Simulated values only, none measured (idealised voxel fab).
Process module in this document: voxel self aligned vias
Pictured: cross-section cut, 280 nm wide, on a grid of 5 nm square cells.
How to read a cross-section here: the picture is a grid of square cells, written as bands going from the top down, and any band can span one or more rows of cells. Band: top height; bottom height; in nm. Then, left to right: material with width in nm, for each material. "everywhere": a single material spanning edge to edge. "air": empty space. Zero point of the height axis is 0; under it, received wafer = one material. Lowest band: continues down indefinitely, "0 and below". So if you see something like "30..40" for the width, read it as the top row of the band sitting at the first number and the bottom row at the second, with every row in between moving by the same amount as the last. "no change" after a step means that no cell of the cross-section changed. This entry, "Fully sealed cavities", enumerates those empty regions of no fewer than 8 cells that possess no open connection to the top. Each region is reported in the form width x height at distance, the distance being taken from the left edge, with all three quantities expressed in nm. If you see something after the settings on a step's line, that's the simulator's own remark about that step. "overlay nm" answers the question of how far to the right of plan the mask lay on a step that has a mask, and when it is negative the answer is to the left.
PROCESS STEPS - PLAN
1,RECEIVE: material Si
2,CONFORMAL_DEP: material SiO2, thk nm 15
3,CONFORMAL_DEP: material SiCN, thk nm 5
4,DIRECTIONAL_DEP: material SiO2, thk nm 30
5,MASKED_ETCH: tone open, mask id LINES, width nm 30, pitch nm 65, etch materials SiO2, depth nm 30, overlay nm 0
6,CONFORMAL_DEP: material TiN, thk nm 5
7,FILL_DEP: material Ru, thk nm 5
8,CMP: height nm 50
9,SELECTIVE_ETCH: etch materials W Ru TiN, depth nm 5
10,FILL_DEP: material SiN, thk nm 5
11,CMP: height nm 50
12,DIRECTIONAL_DEP: material SiO2, thk nm 15
13,MASKED_ETCH: tone open, mask id VIAS, width nm 40, pitch nm 130, etch materials SiO2, depth nm 15, overlay nm 0
14,MASKED_ETCH: tone open, mask id VIAS, width nm 40, pitch nm 130, etch materials SiN, depth nm 5, overlay nm 0
15,CONFORMAL_DEP: material TiN, thk nm 5
16,FILL_DEP: material Ru, thk nm 5
17,CMP: height nm 65
18,CONFORMAL_DEP: material SiN, thk nm 5
DELIVERED WAFER IN CROSS-SECTION: STATE AFTER STEP 1
	0 and below | Si everywhere
	Fully sealed cavities: none
LOOKING AT THE FIRST OF TWO WAFERS IN CROSS-SECTION AT END OF MODULE - RAN TO PLAN
	70 down to 65 | SiN everywhere
	65 down to 55 | SiO2=55 / TiN=5 / Ru=30 / TiN=5 / SiO2=90 / TiN=5 / Ru=30 / TiN=5 / SiO2=55
	55 down to 50 | SiO2=55 / TiN=10 / Ru=20 / TiN=10 / SiO2=90 / TiN=10 / Ru=20 / TiN=10 / SiO2=55
	50 down to 45 | SiO2=60 / TiN=30 / SiO2=35 / SiN=30 / SiO2=35 / TiN=30 / SiO2=60
	45 down to 25 | SiO2=60 / TiN=5 / Ru=20 / TiN=5 / SiO2=35 / TiN=5 / Ru=20 / TiN=5 / SiO2=35 / TiN=5 / Ru=20 / TiN=5 / SiO2=60
	25 down to 20 | SiO2=60 / TiN=30 / SiO2=35 / TiN=30 / SiO2=35 / TiN=30 / SiO2=60
	20 down to 15 | SiCN everywhere
	15 down to 0 | SiO2 everywhere
	0 and below | Si everywhere
	Fully sealed cavities: none
CROSS-SECTION AT END OF MODULE FOR THE SECOND WAFER OF TWO, WHICH MATCHED THE FIRST IN STARTING POINT AND PLAN AND DIFFERED BY ONE MISTAKE IN ITS PROCESSING
	70 down to 65 | SiN everywhere
	65 down to 50 | SiO2=60 / TiN=5 / Ru=20 / TiN=5 / SiO2=100 / TiN=5 / Ru=20 / TiN=5 / SiO2=60
	50 down to 45 | SiO2=60 / TiN=30 / SiO2=35 / SiN=30 / SiO2=35 / TiN=30 / SiO2=60
	45 down to 25 | SiO2=60 / TiN=5 / Ru=20 / TiN=5 / SiO2=35 / TiN=5 / Ru=20 / TiN=5 / SiO2=35 / TiN=5 / Ru=20 / TiN=5 / SiO2=60
	25 down to 20 | SiO2=60 / TiN=30 / SiO2=35 / TiN=30 / SiO2=35 / TiN=30 / SiO2=60
	20 down to 15 | SiCN everywhere
	15 down to 0 | SiO2 everywhere
	0 and below | Si everywhere
	Fully sealed cavities: none
Deviation from plan: step 13 did not use the planned setting and instead ran as MASKED_ETCH: tone open, mask id VIAS, width nm 30, pitch nm 130, etch materials SiO2, depth nm 15, overlay nm 0
End of process, cell counts, second wafer against first, materials with more or fewer: Ru: 8 fewer; SiO2: 12 more; TiN: 4 fewer
